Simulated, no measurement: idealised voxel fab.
The name of this process module is voxel wiring stack.
cross-section cut | 230 nm wide | cells 5 nm
This document writes a cross-section as a grid whose cells are square, and gives it as bands, listed from the top down; one or more rows of cells form a band.
Each band's line starts with the height of the band's top and of its bottom, in nm. Then come its materials from left to right, each with its width in nm. One material with "edge to edge" fills the band from edge to edge. "air" is empty space.
Heights are measured from 0, the level below which the as-received wafer is all one material; the lowest band has no bottom and continues downward, written as in "0 -> down".
With a width like "30..40", each row of cells in the band differs from the next by the same amount, the top row carrying the first number and the bottom row the second.
It should be understood that the words "remains unaltered", when stated for a given step, signify that the cross-section underwent no change in any of its cells during that step.
Voids not open to the top, 8 cells minimum: see "Enclosed void entries". Written width x height at distance; distance is from the left edge; nm.
That trailing text on a step's line, after the settings, is the simulator's own remark on the step.
If you see "overlay nm" on a step's line and that step has a mask, it's telling you how far right of where it was planned the mask ended up; a negative number means it went left instead.
[Below is the list of planned process steps]
1: RECEIVE with material Si
2: CONFORMAL_DEP with material SiO2, thk nm 10
3: DIRECTIONAL_DEP with material TiN, thk nm 5
4: DIRECTIONAL_DEP with material W, thk nm 20
5: PATTERN with tone cover, mask id METAL_1, material resist, width nm 25, pitch nm 40, thk nm 20, overlay nm 0
6: DIRECTIONAL_ETCH with etch materials W, depth nm 20
7: DIRECTIONAL_ETCH with etch materials TiN, depth nm 5
8: STRIP with etch materials resist
9: CONFORMAL_DEP with material SiN, thk nm 5
10: FILL_DEP with material SiO2, thk nm 10
11: CMP with height nm 35
12: CONFORMAL_DEP with material SiCN, thk nm 5
13: DIRECTIONAL_DEP with material lowk, thk nm 15
14: MASKED_ETCH with tone open, mask id PLUG_1, width nm 15, pitch nm 80, etch materials lowk, depth nm 15, overlay nm 0
15: MASKED_ETCH with tone open, mask id PLUG_1, width nm 15, pitch nm 80, etch materials SiCN, depth nm 5, overlay nm 0
16: EPI with material Ru, thk nm 10
17: EPI with material Ru, thk nm 10
18: DIRECTIONAL_DEP with material TiN, thk nm 5
19: DIRECTIONAL_DEP with material Ru, thk nm 15
20: DIRECTIONAL_DEP with material aC, thk nm 10
21: PATTERN with tone cover, mask id METAL_2, material resist, width nm 25, pitch nm 40, thk nm 30, overlay nm 0
22: DIRECTIONAL_ETCH with etch materials aC, depth nm 10
23: STRIP with etch materials resist
24: DIRECTIONAL_ETCH with etch materials Ru, depth nm 15
25: DIRECTIONAL_ETCH with etch materials TiN, depth nm 5
26: STRIP with etch materials aC
27: CONFORMAL_DEP with material SiCN, thk nm 5
28: FILL_DEP with material lowk, thk nm 5
29: CMP with height nm 75
30: CONFORMAL_DEP with material SiCN, thk nm 5
31: DIRECTIONAL_DEP with material SiO2, thk nm 35
32: MASKED_ETCH with tone open, mask id METAL_3_HOLES, width nm 15, pitch nm 40, etch materials SiO2, depth nm 35, overlay nm 0
33: DIRECTIONAL_DEP with material aC, thk nm 15
34: PATTERN with tone open, mask id METAL_3, material resist, width nm 25, pitch nm 40, thk nm 30, overlay nm 0
35: DIRECTIONAL_ETCH with etch materials aC, depth nm 15
36: STRIP with etch materials resist
37: DIRECTIONAL_ETCH with etch materials SiO2, depth nm 20
38: DIRECTIONAL_ETCH with etch materials SiCN, depth nm 5
39: STRIP with etch materials aC
40: CONFORMAL_DEP with material TiN, thk nm 5
41: FILL_DEP with material Cu, thk nm 10
42: CMP with height nm 115
43: CONFORMAL_DEP with material SiCN, thk nm 5
44: DIRECTIONAL_DEP with material lowk, thk nm 25
45: DIRECTIONAL_DEP with material aC, thk nm 15
46: PATTERN with tone open, mask id METAL_4_HOLES, material resist, width nm 15, pitch nm 40, thk nm 35, overlay nm 0
47: DIRECTIONAL_ETCH with etch materials aC, depth nm 15
48: STRIP with etch materials resist
49: DIRECTIONAL_ETCH with etch materials lowk, depth nm 25
50: STRIP with etch materials aC
51: MASKED_ETCH with tone open, mask id METAL_4, width nm 25, pitch nm 40, etch materials lowk, depth nm 15, overlay nm 0
52: MASKED_ETCH with tone open, mask id METAL_4, width nm 25, pitch nm 40, etch materials SiCN, depth nm 5, overlay nm 0
53: CONFORMAL_DEP with material TiN, thk nm 5
54: FILL_DEP with material Ru, thk nm 10
55: CMP with height nm 145
56: CONFORMAL_DEP with material SiCN, thk nm 5
[Cross-section of the wafer upon arrival, representing the state reached after step 1]
  0 -> down | Si edge to edge
  Enclosed void entries: none
[The first of two wafers, cross-sectioned at the end of the module, with the run proceeding as planned]
  150 -> 145 | SiCN edge to edge
  145 -> 135 | lowk 60 nm; TiN 5 nm; Ru 15 nm; TiN 5 nm; lowk 15 nm; TiN 5 nm; Ru 15 nm; TiN 5 nm; lowk 15 nm; TiN 5 nm; Ru 15 nm; TiN 5 nm; lowk 65 nm
  135 -> 130 | lowk 60 nm; TiN 5 nm; Ru 5 nm; TiN 15 nm; lowk 15 nm; TiN 5 nm; Ru 5 nm; TiN 15 nm; lowk 15 nm; TiN 5 nm; Ru 5 nm; TiN 15 nm; lowk 65 nm
  130 -> 120 | lowk 60 nm; TiN 5 nm; Ru 5 nm; TiN 5 nm; lowk 25 nm; TiN 5 nm; Ru 5 nm; TiN 5 nm; lowk 25 nm; TiN 5 nm; Ru 5 nm; TiN 5 nm; lowk 75 nm
  120 -> 115 | SiCN 60 nm; TiN 15 nm; SiCN 25 nm; TiN 15 nm; SiCN 25 nm; TiN 15 nm; SiCN 75 nm
  115 -> 100 | SiO2 60 nm; TiN 5 nm; Cu 15 nm; TiN 5 nm; SiO2 15 nm; TiN 5 nm; Cu 15 nm; TiN 5 nm; SiO2 15 nm; TiN 5 nm; Cu 15 nm; TiN 5 nm; SiO2 65 nm
  100 -> 95 | SiO2 60 nm; TiN 5 nm; Cu 5 nm; TiN 15 nm; SiO2 15 nm; TiN 5 nm; Cu 5 nm; TiN 15 nm; SiO2 15 nm; TiN 5 nm; Cu 5 nm; TiN 15 nm; SiO2 65 nm
  95 -> 80 | SiO2 60 nm; TiN 5 nm; Cu 5 nm; TiN 5 nm; SiO2 25 nm; TiN 5 nm; Cu 5 nm; TiN 5 nm; SiO2 25 nm; TiN 5 nm; Cu 5 nm; TiN 5 nm; SiO2 75 nm
  80 -> 75 | SiCN 60 nm; TiN 15 nm; SiCN 25 nm; TiN 15 nm; SiCN 25 nm; TiN 15 nm; SiCN 75 nm
  75 -> 60 | lowk 55 nm; SiCN 5 nm; Ru 25 nm; SiCN 5 nm; lowk 5 nm; SiCN 5 nm; Ru 25 nm; SiCN 5 nm; lowk 5 nm; SiCN 5 nm; Ru 25 nm; SiCN 5 nm; lowk 60 nm
  60 -> 55 | SiCN 60 nm; TiN 25 nm; SiCN 15 nm; TiN 25 nm; SiCN 15 nm; TiN 25 nm; SiCN 65 nm
  55 -> 40 | lowk 60 nm; Ru 15 nm; lowk 65 nm; Ru 15 nm; lowk 75 nm
  40 -> 35 | SiCN 60 nm; Ru 15 nm; SiCN 65 nm; Ru 15 nm; SiCN 75 nm
  35 -> 15 | SiO2 55 nm; SiN 5 nm; W 25 nm; SiN 5 nm; SiO2 5 nm; SiN 5 nm; W 25 nm; SiN 5 nm; SiO2 5 nm; SiN 5 nm; W 25 nm; SiN 5 nm; SiO2 60 nm
  15 -> 10 | SiN 60 nm; TiN 25 nm; SiN 15 nm; TiN 25 nm; SiN 15 nm; TiN 25 nm; SiN 65 nm
  10 -> 0 | SiO2 edge to edge
  0 -> down | Si edge to edge
  Enclosed void entries: none
[Wafer two (of two), end-of-module cross-section: start = wafer one, plan = wafer one, one run mistake]
  150 -> 145 | SiCN edge to edge
  145 -> 135 | lowk 60 nm; TiN 5 nm; Ru 15 nm; TiN 5 nm; lowk 15 nm; TiN 5 nm; Ru 15 nm; TiN 5 nm; lowk 15 nm; TiN 5 nm; Ru 15 nm; TiN 5 nm; lowk 65 nm
  135 -> 130 | lowk 60 nm; TiN 5 nm; Ru 5 nm; TiN 15 nm; lowk 15 nm; TiN 5 nm; Ru 5 nm; TiN 15 nm; lowk 15 nm; TiN 5 nm; Ru 5 nm; TiN 15 nm; lowk 65 nm
  130 -> 120 | lowk 60 nm; TiN 5 nm; Ru 5 nm; TiN 5 nm; lowk 25 nm; TiN 5 nm; Ru 5 nm; TiN 5 nm; lowk 25 nm; TiN 5 nm; Ru 5 nm; TiN 5 nm; lowk 75 nm
  120 -> 115 | SiCN 60 nm; TiN 15 nm; SiCN 25 nm; TiN 15 nm; SiCN 25 nm; TiN 15 nm; SiCN 75 nm
  115 -> 100 | SiO2 60 nm; TiN 5 nm; Cu 15 nm; TiN 5 nm; SiO2 15 nm; TiN 5 nm; Cu 15 nm; TiN 5 nm; SiO2 15 nm; TiN 5 nm; Cu 15 nm; TiN 5 nm; SiO2 65 nm
  100 -> 95 | SiO2 60 nm; TiN 5 nm; Cu 5 nm; TiN 15 nm; SiO2 15 nm; TiN 5 nm; Cu 5 nm; TiN 15 nm; SiO2 15 nm; TiN 5 nm; Cu 5 nm; TiN 15 nm; SiO2 65 nm
  95 -> 80 | SiO2 60 nm; TiN 5 nm; Cu 5 nm; TiN 5 nm; SiO2 25 nm; TiN 5 nm; Cu 5 nm; TiN 5 nm; SiO2 25 nm; TiN 5 nm; Cu 5 nm; TiN 5 nm; SiO2 75 nm
  80 -> 75 | SiCN 60 nm; TiN 15 nm; SiCN 25 nm; TiN 15 nm; SiCN 25 nm; TiN 15 nm; SiCN 75 nm
  75 -> 60 | lowk 55 nm; SiCN 5 nm; Ru 25 nm; SiCN 5 nm; lowk 5 nm; SiCN 5 nm; Ru 25 nm; SiCN 5 nm; lowk 5 nm; SiCN 5 nm; Ru 25 nm; SiCN 5 nm; lowk 60 nm
  60 -> 55 | SiCN 60 nm; TiN 25 nm; SiCN 15 nm; TiN 25 nm; SiCN 15 nm; TiN 25 nm; SiCN 65 nm
  55 -> 40 | lowk 60 nm; Ru 15 nm; lowk 65 nm; Ru 15 nm; lowk 75 nm
  40 -> 35 | SiCN 60 nm; Ru 15 nm; SiCN 65 nm; Ru 15 nm; SiCN 75 nm
  35 -> 20 | SiO2 55 nm; SiN 5 nm; W 25 nm; SiN 5 nm; SiO2 5 nm; SiN 5 nm; W 25 nm; SiN 5 nm; SiO2 5 nm; SiN 5 nm; W 25 nm; SiN 5 nm; SiO2 60 nm
  20 -> 15 | SiN 60 nm; W 25 nm; SiN 15 nm; W 25 nm; SiN 15 nm; W 25 nm; SiN 65 nm
  15 -> 5 | SiO2 edge to edge
  5 -> 0 | TiN edge to edge
  0 -> down | Si edge to edge
  Enclosed void entries: none
The mistake made against the process plan was this: order of steps 2 and 3 inverted relative to the plan
Counted in cells at the end, the second wafer holds more or fewer of these materials than the first: SiN -6, SiO2 -25, TiN +31
